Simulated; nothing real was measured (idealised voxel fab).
process module | voxel capacitor over wiring
cross-section cut | 165 nm wide | cells 5 nm
A cross-section is a grid of square cells, given in bands from the top down. A band is one or more rows of cells.
Each band's line starts with the height of the band's top and of its bottom, in nm. Then come its materials from left to right, each with its width in nm. One material with "throughout" fills the band from edge to edge. "air" is empty space.
Height 0 is the level under which the wafer as received is all one material. The lowest band goes on downwards, as in "0 down".
A width such as "30 to 40" changes by the same amount from each row of cells to the next, from the band's top row to its bottom row.
"no change" after a step means that no cell of the cross-section changed.
closed voids: empty space of 8 cells or more with no open way to the top, each as width x height at its distance from the left edge, in nm
after a step's settings: what the simulator itself notes on the step
overlay nm, on a step with a mask: how far to the right of its planned place the mask lay; to the left if negative
Each pair below shows a cross-section before one step and the cross-section after it, down to the lowest band that changed. The line under each pair gives the step between them, with its settings. The pairs can come from different runs of this module on the same starting wafer, so a pair continues from the pair above only where its "before" says so.
before
  50 to 40: lowk 35 | air 15 | lowk 115
  40 to 35: SiCN 35 | air 15 | SiCN 115
  35 to 20: SiN throughout
  20 to 15: TiN throughout
  15 to 0: SiO2 throughout
  0 down: Si throughout
  closed voids: none
after
  55 to 50: TiN 40 | air 5 | TiN 120
  50 to 40: lowk 35 | TiN 5 | air 5 | TiN 5 | lowk 115
  40 to 35: SiCN 35 | TiN 15 | SiCN 115
  below 35: unchanged
  closed voids: none
the step between: op CONFORMAL_DEP | material TiN | thk nm 5
before: the cross-section after the pair above
after
  60 to 55: Cu throughout
  55 to 50: TiN 40 | Cu 5 | TiN 120
  50 to 40: lowk 35 | TiN 5 | Cu 5 | TiN 5 | lowk 115
  below 40: unchanged
  closed voids: none
the step between: op FILL_DEP | material Cu | thk nm 5
before: the cross-section after the pair above
after
  50 to 40: lowk 35 | TiN 5 | Cu 5 | TiN 5 | lowk 115
  below 40: unchanged
  closed voids: none
the step between: op CMP | height nm 50
before: the cross-section after the pair above
after
  60 to 50: TiN throughout
  below 50: unchanged
  closed voids: none
the step between: op DIRECTIONAL_DEP | material TiN | thk nm 10
before: the cross-section after the pair above
after
  65 to 60: SiN throughout
  below 60: unchanged
  closed voids: none
the step between: op DIRECTIONAL_DEP | material SiN | thk nm 5
before: the cross-section after the pair above
after
  70 to 65: TiN throughout
  below 65: unchanged
  closed voids: none
the step between: op DIRECTIONAL_DEP | material TiN | thk nm 5
before: the cross-section after the pair above
after
  70 to 65: air 35 | TiN 65 | air 65
  below 65: unchanged
  closed voids: none
the step between: op MASKED_ETCH | tone cover | mask id UPPER_PLATE | width nm 65 | etch materials TiN | depth nm 5 | overlay nm 0
before: the cross-section after the pair above
after
  70 to 65: air 35 | TiN 65 | air 65
  65 to 60: air 35 | SiN 65 | air 65
  below 60: unchanged
  closed voids: none
the step between: op MASKED_ETCH | tone cover | mask id UPPER_PLATE | width nm 65 | etch materials SiN | depth nm 5 | overlay nm 0
before: the cross-section after the pair above
after
  80 to 70: air 35 | aC 65 | air 65
  70 to 65: aC 35 | TiN 65 | aC 65
  65 to 60: aC 35 | SiN 65 | aC 65
  below 60: unchanged
  closed voids: none
the step between: op DIRECTIONAL_DEP | material aC | thk nm 10
before: the cross-section after the pair above
after
  110 to 80: air 30 | resist 75 | air 60
  80 to 70: air 30 | resist 5 | aC 65 | resist 5 | air 60
  below 70: unchanged
  closed voids: none
the step between: op PATTERN | tone cover | mask id LOWER_PLATE | material resist | width nm 75 | thk nm 30 | overlay nm 0
before: the cross-section after the pair above
after
  100 to 80: air 30 | resist 75 | air 60
  80 to 70: air 30 | resist 5 | aC 65 | resist 5 | air 60
  70 to 65: air 30 | aC 5 | TiN 65 | aC 5 | air 60
  65 to 60: air 30 | aC 5 | SiN 65 | aC 5 | air 60
  below 60: unchanged
  closed voids: none
the step between: op DIRECTIONAL_ETCH | etch materials aC | depth nm 10
before: the cross-section after the pair above
after
  80 to 70: air 35 | aC 65 | air 65
  below 70: unchanged
  closed voids: none
the step between: op STRIP | etch materials resist
before: the cross-section after the pair above
after
  80 to 70: air 35 | aC 65 | air 65
  70 to 65: air 30 | aC 5 | TiN 65 | aC 5 | air 60
  65 to 60: air 30 | aC 5 | SiN 65 | aC 5 | air 60
  60 to 50: air 30 | TiN 75 | air 60
  below 50: unchanged
  closed voids: none
the step between: op DIRECTIONAL_ETCH | etch materials TiN | depth nm 10
before: the cross-section after the pair above
after
  70 to 65: air 35 | TiN 65 | air 65
  65 to 60: air 35 | SiN 65 | air 65
  below 60: unchanged
  closed voids: none
the step between: op STRIP | etch materials aC
before: the cross-section after the pair above
after
  90 to 70: SiO2 throughout
  70 to 65: SiO2 35 | TiN 65 | SiO2 65
  65 to 60: SiO2 35 | SiN 65 | SiO2 65
  60 to 50: SiO2 30 | TiN 75 | SiO2 60
  below 50: unchanged
  closed voids: none
the step between: op FILL_DEP | material SiO2 | thk nm 20
before: the cross-section after the pair above
after
  85 to 70: SiO2 throughout
  below 70: unchanged
  closed voids: none
the step between: op CMP | height nm 85
before: the cross-section after the pair above
after
  95 to 85: aC throughout
  below 85: unchanged
  closed voids: none
the step between: op DIRECTIONAL_DEP | material aC | thk nm 10
before: the cross-section after the pair above
after
  120 to 95: resist 45 | air 15 | resist 105
  below 95: unchanged
  closed voids: none
the step between: op PATTERN | tone open | mask id PLUG_2 | material resist | width nm 15 | thk nm 25 | overlay nm 0
before: the cross-section after the pair above
after
  110 to 95: resist 45 | air 15 | resist 105
  95 to 85: aC 45 | air 15 | aC 105
  below 85: unchanged
  closed voids: none
the step between: op DIRECTIONAL_ETCH | etch materials aC | depth nm 10
before: the cross-section after the pair above
after
  95 to 85: aC 45 | air 15 | aC 105
  below 85: unchanged
  closed voids: none
the step between: op STRIP | etch materials resist
before: the cross-section after the pair above
after
  95 to 85: aC 45 | air 15 | aC 105
  85 to 70: SiO2 45 | air 15 | SiO2 105
  below 70: unchanged
  closed voids: none
the step between: op DIRECTIONAL_ETCH | etch materials SiO2 | depth nm 15
before: the cross-section after the pair above
after
  85 to 70: SiO2 45 | air 15 | SiO2 105
  below 70: unchanged
  closed voids: none
the step between: op STRIP | etch materials aC
before: the cross-section after the pair above
after
  90 to 85: TiN 50 | air 5 | TiN 110
  85 to 75: SiO2 45 | TiN 5 | air 5 | TiN 5 | SiO2 105
  75 to 65: SiO2 45 to 35 | TiN 15 to 65 | SiO2 105 to 65
  below 65: unchanged
  closed voids: none
the step between: op CONFORMAL_DEP | material TiN | thk nm 5
before: the cross-section after the pair above
after
  100 to 90: Cu throughout
  90 to 85: TiN 50 | Cu 5 | TiN 110
  85 to 75: SiO2 45 | TiN 5 | Cu 5 | TiN 5 | SiO2 105
  below 75: unchanged
  closed voids: none
the step between: op FILL_DEP | material Cu | thk nm 10
before: the cross-section after the pair above
after
  85 to 75: SiO2 45 | TiN 5 | Cu 5 | TiN 5 | SiO2 105
  below 75: unchanged
  closed voids: none
the step between: op CMP | height nm 85
before: the cross-section after the pair above
after
  90 to 85: SiN throughout
  below 85: unchanged
  closed voids: none
the step between: op CONFORMAL_DEP | material SiN | thk nm 5
before
  50 to 40: lowk throughout
  40 to 35: SiCN throughout
  35 to 20: lowk 15 | SiN 5 | W 30 | SiN 5 | lowk 50 | SiN 5 | W 30 | SiN 5 | lowk 20
  20 to 15: SiN 20 | TiN 30 | SiN 60 | TiN 30 | SiN 25
  15 to 0: SiO2 throughout
  0 down: Si throughout
  closed voids: none
after
  65 to 50: air 35 | resist 15 | air 115
  below 50: unchanged
  closed voids: none
the step between: op PATTERN | tone cover | mask id PLUG_1 | material resist | width nm 15 | thk nm 15 | overlay nm 0
before: the cross-section after the pair above
after
  65 to 50: air 35 | resist 15 | air 115
  50 to 40: air 35 | lowk 15 | air 115
  below 40: unchanged
  closed voids: none
the step between: op DIRECTIONAL_ETCH | etch materials lowk | depth nm 10
before: the cross-section after the pair above
after
  65 to 50: air 35 | resist 15 | air 115
  50 to 40: air 35 | lowk 15 | air 115
  40 to 35: air 35 | SiCN 15 | air 115
  below 35: unchanged
  closed voids: none
the step between: op DIRECTIONAL_ETCH | etch materials SiCN | depth nm 5
before: the cross-section after the pair above
after
  50 to 40: air 35 | lowk 15 | air 115
  below 40: unchanged
  closed voids: none
the step between: op STRIP | etch materials resist
before: the cross-section after the pair above
after
  55 to 50: air 30 | TiN 25 | air 110
  50 to 40: air 30 | TiN 5 | lowk 15 | TiN 5 | air 110
  40 to 35: TiN 35 | SiCN 15 | TiN 115
  below 35: unchanged
  closed voids: none
the step between: op CONFORMAL_DEP | material TiN | thk nm 5
before: the cross-section after the pair above
after
  60 to 55: Cu throughout
  55 to 50: Cu 30 | TiN 25 | Cu 110
  50 to 40: Cu 30 | TiN 5 | lowk 15 | TiN 5 | Cu 110
  below 40: unchanged
  closed voids: none
the step between: op FILL_DEP | material Cu | thk nm 5
before: the cross-section after the pair above
after
  50 to 40: Cu 30 | TiN 5 | lowk 15 | TiN 5 | Cu 110
  below 40: unchanged
  closed voids: none
the step between: op CMP | height nm 50
before: the cross-section after the pair above
after
  60 to 50: TiN throughout
  below 50: unchanged
  closed voids: none
the step between: op DIRECTIONAL_DEP | material TiN | thk nm 10
before: the cross-section after the pair above
after
  65 to 60: SiN throughout
  below 60: unchanged
  closed voids: none
the step between: op DIRECTIONAL_DEP | material SiN | thk nm 5
before: the cross-section after the pair above
after
  70 to 65: TiN throughout
  below 65: unchanged
  closed voids: none
the step between: op DIRECTIONAL_DEP | material TiN | thk nm 5
before: the cross-section after the pair above
after
  70 to 65: air 35 | TiN 65 | air 65
  below 65: unchanged
  closed voids: none
the step between: op MASKED_ETCH | tone cover | mask id UPPER_PLATE | width nm 65 | etch materials TiN | depth nm 5 | overlay nm 0
before: the cross-section after the pair above
after
  70 to 65: air 35 | TiN 65 | air 65
  65 to 60: air 35 | SiN 65 | air 65
  below 60: unchanged
  closed voids: none
the step between: op MASKED_ETCH | tone cover | mask id UPPER_PLATE | width nm 65 | etch materials SiN | depth nm 5 | overlay nm 0
before: the cross-section after the pair above
after
  80 to 70: air 35 | aC 65 | air 65
  70 to 65: aC 35 | TiN 65 | aC 65
  65 to 60: aC 35 | SiN 65 | aC 65
  below 60: unchanged
  closed voids: none
the step between: op DIRECTIONAL_DEP | material aC | thk nm 10
before: the cross-section after the pair above
after
  110 to 80: air 30 | resist 75 | air 60
  80 to 70: air 30 | resist 5 | aC 65 | resist 5 | air 60
  below 70: unchanged
  closed voids: none
the step between: op PATTERN | tone cover | mask id LOWER_PLATE | material resist | width nm 75 | thk nm 30 | overlay nm 0
before: the cross-section after the pair above
after
  100 to 80: air 30 | resist 75 | air 60
  80 to 70: air 30 | resist 5 | aC 65 | resist 5 | air 60
  70 to 65: air 30 | aC 5 | TiN 65 | aC 5 | air 60
  65 to 60: air 30 | aC 5 | SiN 65 | aC 5 | air 60
  below 60: unchanged
  closed voids: none
the step between: op DIRECTIONAL_ETCH | etch materials aC | depth nm 10
before: the cross-section after the pair above
after
  80 to 70: air 35 | aC 65 | air 65
  below 70: unchanged
  closed voids: none
the step between: op STRIP | etch materials resist
before: the cross-section after the pair above
after
  80 to 70: air 35 | aC 65 | air 65
  70 to 65: air 30 | aC 5 | TiN 65 | aC 5 | air 60
  65 to 60: air 30 | aC 5 | SiN 65 | aC 5 | air 60
  60 to 50: air 30 | TiN 75 | air 60
  below 50: unchanged
  closed voids: none
the step between: op DIRECTIONAL_ETCH | etch materials TiN | depth nm 10
before: the cross-section after the pair above
after
  70 to 65: air 35 | TiN 65 | air 65
  65 to 60: air 35 | SiN 65 | air 65
  below 60: unchanged
  closed voids: none
the step between: op STRIP | etch materials aC
before: the cross-section after the pair above
after
  90 to 70: SiO2 throughout
  70 to 65: SiO2 35 | TiN 65 | SiO2 65
  65 to 60: SiO2 35 | SiN 65 | SiO2 65
  60 to 50: SiO2 30 | TiN 75 | SiO2 60
  below 50: unchanged
  closed voids: none
the step between: op FILL_DEP | material SiO2 | thk nm 20
before: the cross-section after the pair above
after
  85 to 70: SiO2 throughout
  below 70: unchanged
  closed voids: none
the step between: op CMP | height nm 85
before: the cross-section after the pair above
after
  95 to 85: aC throughout
  below 85: unchanged
  closed voids: none
the step between: op DIRECTIONAL_DEP | material aC | thk nm 10
before: the cross-section after the pair above
after
  120 to 95: resist 45 | air 15 | resist 105
  below 95: unchanged
  closed voids: none
the step between: op PATTERN | tone open | mask id PLUG_2 | material resist | width nm 15 | thk nm 25 | overlay nm 0
before: the cross-section after the pair above
after
  110 to 95: resist 45 | air 15 | resist 105
  95 to 85: aC 45 | air 15 | aC 105
  below 85: unchanged
  closed voids: none
the step between: op DIRECTIONAL_ETCH | etch materials aC | depth nm 10
before: the cross-section after the pair above
after
  95 to 85: aC 45 | air 15 | aC 105
  below 85: unchanged
  closed voids: none
the step between: op STRIP | etch materials resist
before: the cross-section after the pair above
after
  95 to 85: aC 45 | air 15 | aC 105
  85 to 70: SiO2 45 | air 15 | SiO2 105
  below 70: unchanged
  closed voids: none
the step between: op DIRECTIONAL_ETCH | etch materials SiO2 | depth nm 15
before: the cross-section after the pair above
after
  85 to 70: SiO2 45 | air 15 | SiO2 105
  below 70: unchanged
  closed voids: none
the step between: op STRIP | etch materials aC
before: the cross-section after the pair above
after
  90 to 85: TiN 50 | air 5 | TiN 110
  85 to 75: SiO2 45 | TiN 5 | air 5 | TiN 5 | SiO2 105
  75 to 65: SiO2 45 to 35 | TiN 15 to 65 | SiO2 105 to 65
  below 65: unchanged
  closed voids: none
the step between: op CONFORMAL_DEP | material TiN | thk nm 5
before: the cross-section after the pair above
after
  100 to 90: Cu throughout
  90 to 85: TiN 50 | Cu 5 | TiN 110
  85 to 75: SiO2 45 | TiN 5 | Cu 5 | TiN 5 | SiO2 105
  below 75: unchanged
  closed voids: none
the step between: op FILL_DEP | material Cu | thk nm 10
before: the cross-section after the pair above
after
  85 to 75: SiO2 45 | TiN 5 | Cu 5 | TiN 5 | SiO2 105
  below 75: unchanged
  closed voids: none
the step between: op CMP | height nm 85
before: the cross-section after the pair above
after
  90 to 85: SiN throughout
  below 85: unchanged
  closed voids: none
the step between: op CONFORMAL_DEP | material SiN | thk nm 5
